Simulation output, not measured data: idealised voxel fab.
Process module, titled voxel wiring stack
The width of the displayed cross-section, cut, is 205 nm; its cells are square, with a size of 5 nm.
Notation: cross-section as square-cell grid; stated in bands, top first, going down; one or more cell rows per band. Heads up on the band format: heights come first, top then bottom, in nm. After that it's the materials left to right, each with its width in nm. A single material flagged "everywhere" fills the whole band edge to edge, and "blank" means there's empty space there. Height datum 0, below which the as-received substrate wafer is one material. Lowest band open at the bottom, running downward: "0 nm and below". Width: "30 to 40" (first number = top row, second number = bottom row, same change from row to row of cells). "all unchanged" (step): cross-section cells unchanged, all of them. For the entry "Enclosed cavity list", the listed items are empty spaces with no open way to the top whose size is 8 cells or more; each item follows the pattern width x height at distance, where distance is from the left edge and all three are in nm. Note: text after step settings on the step line = simulator remark on that step. The optional step-line setting "overlay nm" applies to steps with a mask and quantifies how far to the right of its planned location the mask lay, a negative value indicating leftward placement.

Intended process steps:
1) RECEIVE (material Si)
2) CONFORMAL_DEP (material SiO2; thk nm 15)
3) DIRECTIONAL_DEP (material TiN; thk nm 5)
4) DIRECTIONAL_DEP (material W; thk nm 20)
5) PATTERN (tone cover; mask id METAL_1; material resist; width nm 30; pitch nm 45; thk nm 15; overlay nm 0)
6) DIRECTIONAL_ETCH (etch materials W; depth nm 20)
7) DIRECTIONAL_ETCH (etch materials TiN; depth nm 5)
8) STRIP (etch materials resist)
9) FILL_DEP (material lowk; thk nm 10)
10) CMP (height nm 40)
11) CONFORMAL_DEP (material SiCN; thk nm 5)
12) DIRECTIONAL_DEP (material lowk; thk nm 15)
13) DIRECTIONAL_DEP (material aC; thk nm 15)
14) PATTERN (tone open; mask id PLUG_1; material resist; width nm 15; pitch nm 45; thk nm 30; overlay nm 0)
15) DIRECTIONAL_ETCH (etch materials aC; depth nm 15)
16) STRIP (etch materials resist)
17) DIRECTIONAL_ETCH (etch materials lowk; depth nm 15)
18) DIRECTIONAL_ETCH (etch materials SiCN; depth nm 5)
19) STRIP (etch materials aC)
20) EPI (material Ru; thk nm 10)
21) EPI (material Ru; thk nm 10)
22) DIRECTIONAL_DEP (material TiN; thk nm 5)
23) DIRECTIONAL_DEP (material Ru; thk nm 25)
24) PATTERN (tone cover; mask id METAL_2; material resist; width nm 30; pitch nm 45; thk nm 15; overlay nm 0)
25) DIRECTIONAL_ETCH (etch materials Ru; depth nm 25)
26) DIRECTIONAL_ETCH (etch materials TiN; depth nm 5)
27) STRIP (etch materials resist)
28) FILL_DEP (material SiO2; thk nm 10)
29) CMP (height nm 90)
30) CONFORMAL_DEP (material SiCN; thk nm 5)
31) DIRECTIONAL_DEP (material SiO2; thk nm 15)
32) DIRECTIONAL_DEP (material aC; thk nm 15)
33) PATTERN (tone open; mask id PLUG_2; material resist; width nm 15; pitch nm 90; thk nm 35; overlay nm 0)
34) DIRECTIONAL_ETCH (etch materials aC; depth nm 15)
35) STRIP (etch materials resist)
36) DIRECTIONAL_ETCH (etch materials SiO2; depth nm 15)
37) DIRECTIONAL_ETCH (etch materials SiCN; depth nm 5)
38) STRIP (etch materials aC)
39) CONFORMAL_DEP (material TiN; thk nm 5)
40) FILL_DEP (material Ru; thk nm 5)
41) CMP (height nm 110)
42) DIRECTIONAL_DEP (material TiN; thk nm 5)
43) DIRECTIONAL_DEP (material Ru; thk nm 15)
44) MASKED_ETCH (tone cover; mask id METAL_3; width nm 30; pitch nm 45; etch materials Ru; depth nm 15; overlay nm 0)
45) MASKED_ETCH (tone cover; mask id METAL_3; width nm 30; pitch nm 45; etch materials TiN; depth nm 5; overlay nm 0)
46) CONFORMAL_DEP (material SiCN; thk nm 5)
47) FILL_DEP (material SiO2; thk nm 5)
48) CMP (height nm 130)
49) CONFORMAL_DEP (material SiN; thk nm 5)

Cross-section: wafer on arrival = after step 1:
- 0 nm and below | Si everywhere
- Enclosed cavity list: none

first wafer at the end, as planned:
- 135 nm to 130 nm | SiN everywhere
- 130 nm to 115 nm | 15 of SiO2 | 5 of SiCN | 30 of Ru | 5 of SiCN | 5 of SiO2 | 5 of SiCN | 30 of Ru | 5 of SiCN | 5 of SiO2 | 5 of SiCN | 30 of Ru | 5 of SiCN | 5 of SiO2 | 5 of SiCN | 30 of Ru | 5 of SiCN | 15 of SiO2
- 115 nm to 110 nm | 20 of SiCN | 30 of TiN | 15 of SiCN | 30 of TiN | 15 of SiCN | 30 of TiN | 15 of SiCN | 30 of TiN | 20 of SiCN
- 110 nm to 95 nm | 20 of SiO2 | 5 of TiN | 5 of Ru | 5 of TiN | 75 of SiO2 | 5 of TiN | 5 of Ru | 5 of TiN | 80 of SiO2
- 95 nm to 90 nm | 20 of SiCN | 15 of TiN | 75 of SiCN | 15 of TiN | 80 of SiCN
- 90 nm to 65 nm | 20 of SiO2 | 30 of Ru | 15 of SiO2 | 30 of Ru | 15 of SiO2 | 30 of Ru | 15 of SiO2 | 30 of Ru | 20 of SiO2
- 65 nm to 60 nm | 20 of SiO2 | 30 of TiN | 15 of SiO2 | 30 of TiN | 15 of SiO2 | 30 of TiN | 15 of SiO2 | 30 of TiN | 20 of SiO2
- 60 nm to 45 nm | 20 of lowk | 15 of Ru | 30 of lowk | 15 of Ru | 30 of lowk | 15 of Ru | 30 of lowk | 15 of Ru | 35 of lowk
- 45 nm to 40 nm | 20 of SiCN | 15 of Ru | 30 of SiCN | 15 of Ru | 30 of SiCN | 15 of Ru | 30 of SiCN | 15 of Ru | 35 of SiCN
- 40 nm to 20 nm | 20 of lowk | 30 of W | 15 of lowk | 30 of W | 15 of lowk | 30 of W | 15 of lowk | 30 of W | 20 of lowk
- 20 nm to 15 nm | 20 of lowk | 30 of TiN | 15 of lowk | 30 of TiN | 15 of lowk | 30 of TiN | 15 of lowk | 30 of TiN | 20 of lowk
- 15 nm to 0 nm | SiO2 everywhere
- 0 nm and below | Si everywhere
- Enclosed cavity list: none

Second wafer of the two, sectioned at the end of the module. It began like the first and followed the same plan, but one mistake was made while running it:
- 135 nm to 130 nm | SiN everywhere
- 130 nm to 125 nm | 15 of SiO2 | 40 of SiCN | 5 of SiO2 | 40 of SiCN | 5 of SiO2 | 40 of SiCN | 5 of SiO2 | 40 of SiCN | 15 of SiO2
- 125 nm to 115 nm | 15 of SiO2 | 5 of SiCN | 30 of Ru | 5 of SiCN | 5 of SiO2 | 5 of SiCN | 30 of Ru | 5 of SiCN | 5 of SiO2 | 5 of SiCN | 30 of Ru | 5 of SiCN | 5 of SiO2 | 5 of SiCN | 30 of Ru | 5 of SiCN | 15 of SiO2
- 115 nm to 110 nm | 20 of SiCN | 30 of TiN | 15 of SiCN | 30 of TiN | 15 of SiCN | 30 of TiN | 15 of SiCN | 30 of TiN | 20 of SiCN
- 110 nm to 95 nm | 20 of SiO2 | 5 of TiN | 5 of Ru | 5 of TiN | 75 of SiO2 | 5 of TiN | 5 of Ru | 5 of TiN | 80 of SiO2
- 95 nm to 90 nm | 20 of SiCN | 15 of TiN | 75 of SiCN | 15 of TiN | 80 of SiCN
- 90 nm to 65 nm | 20 of SiO2 | 30 of Ru | 15 of SiO2 | 30 of Ru | 15 of SiO2 | 30 of Ru | 15 of SiO2 | 30 of Ru | 20 of SiO2
- 65 nm to 60 nm | 20 of SiO2 | 30 of TiN | 15 of SiO2 | 30 of TiN | 15 of SiO2 | 30 of TiN | 15 of SiO2 | 30 of TiN | 20 of SiO2
- 60 nm to 45 nm | 20 of lowk | 15 of Ru | 30 of lowk | 15 of Ru | 30 of lowk | 15 of Ru | 30 of lowk | 15 of Ru | 35 of lowk
- 45 nm to 40 nm | 20 of SiCN | 15 of Ru | 30 of SiCN | 15 of Ru | 30 of SiCN | 15 of Ru | 30 of SiCN | 15 of Ru | 35 of SiCN
- 40 nm to 20 nm | 20 of lowk | 30 of W | 15 of lowk | 30 of W | 15 of lowk | 30 of W | 15 of lowk | 30 of W | 20 of lowk
- 20 nm to 15 nm | 20 of lowk | 30 of TiN | 15 of lowk | 30 of TiN | 15 of lowk | 30 of TiN | 15 of lowk | 30 of TiN | 20 of lowk
- 15 nm to 0 nm | SiO2 everywhere
- 0 nm and below | Si everywhere
- Enclosed cavity list: none
What was done differently from what was planned? step 43 did not use the planned setting and instead ran as DIRECTIONAL_DEP (material Ru; thk nm 10)
The second wafer ends with more or fewer cells of some materials than the first, per final count: Ru: 24 fewer; SiCN: 24 more
